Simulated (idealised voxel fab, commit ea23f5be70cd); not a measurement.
The document below concerns the process module designated voxel lift off.
For reference, the cross-section in this document is cut, with width 250 nm and square cells of 5 nm.
Throughout this document, each cross-section is represented as a grid of square cells and is presented as a sequence of bands enumerated from the top downward, where a band comprises one or more rows of cells.
The entry gives the band's vertical extent as a top height and a bottom height in nm, then its horizontal make-up as materials from left to right, each with a width in nm. "air" stands for empty space; a single material marked "all across" fills the band edge to edge.
All heights in this document are referenced to 0, defined as the level beneath which the wafer, as received, consists entirely of one material. The lowest band is not bounded below; it extends indefinitely downward and is written in the form "0 nm and below".
The notation "30 to 40" denotes a width that varies across the rows of cells in the band, beginning at the first number in the top row, finishing at the second number in the bottom row, and changing by an identical amount from each row to the next.
Step marked "changes: none"? Then no cell in the cross-section changed in it.
Voids not open to the top, 8 cells minimum: see "Enclosed internal voids". Written width x height at distance; distance is from the left edge; nm.
Heads up: the bit after the settings on a step's line is the simulator's remark on that step.
The optional step-line setting "overlay nm" applies to steps with a mask and quantifies how far to the right of its planned location the mask lay, a negative value indicating leftward placement.

Steps in the process plan:
1. RECEIVE [material Si]
2. CONFORMAL_DEP [material SiO2] [thk nm 15]
3. PATTERN [tone open] [mask id LINES] [material resist] [width nm 30] [pitch nm 55] [thk nm 30] [overlay nm 0]
4. DIRECTIONAL_DEP [material Ru] [thk nm 15]
5. STRIP [etch materials resist]
6. CONFORMAL_DEP [material SiO2] [thk nm 10]

Delivered wafer in cross-section: state after step 1:
- 0 nm and below: Si all across
- Enclosed internal voids: none

Wafer cross-section at end of module: start and plan as shown above, one execution error:
- 40 nm to 30 nm: 65 air, 50 SiO2, 5 air, 50 SiO2, 80 air
- 30 nm to 25 nm: 65 air, 10 SiO2, 30 Ru, 10 SiO2, 5 air, 10 SiO2, 30 Ru, 10 SiO2, 80 air
- 25 nm to 15 nm: 75 SiO2, 30 Ru, 25 SiO2, 30 Ru, 90 SiO2
- 15 nm to 0 nm: SiO2 all across
- 0 nm and below: Si all across
- Enclosed internal voids: none
Nonconformance to the process plan: step 3 changed vs plan, executed as PATTERN [tone open] [mask id LINES] [material resist] [width nm 30] [pitch nm 55] [thk nm 30] [overlay nm -5]
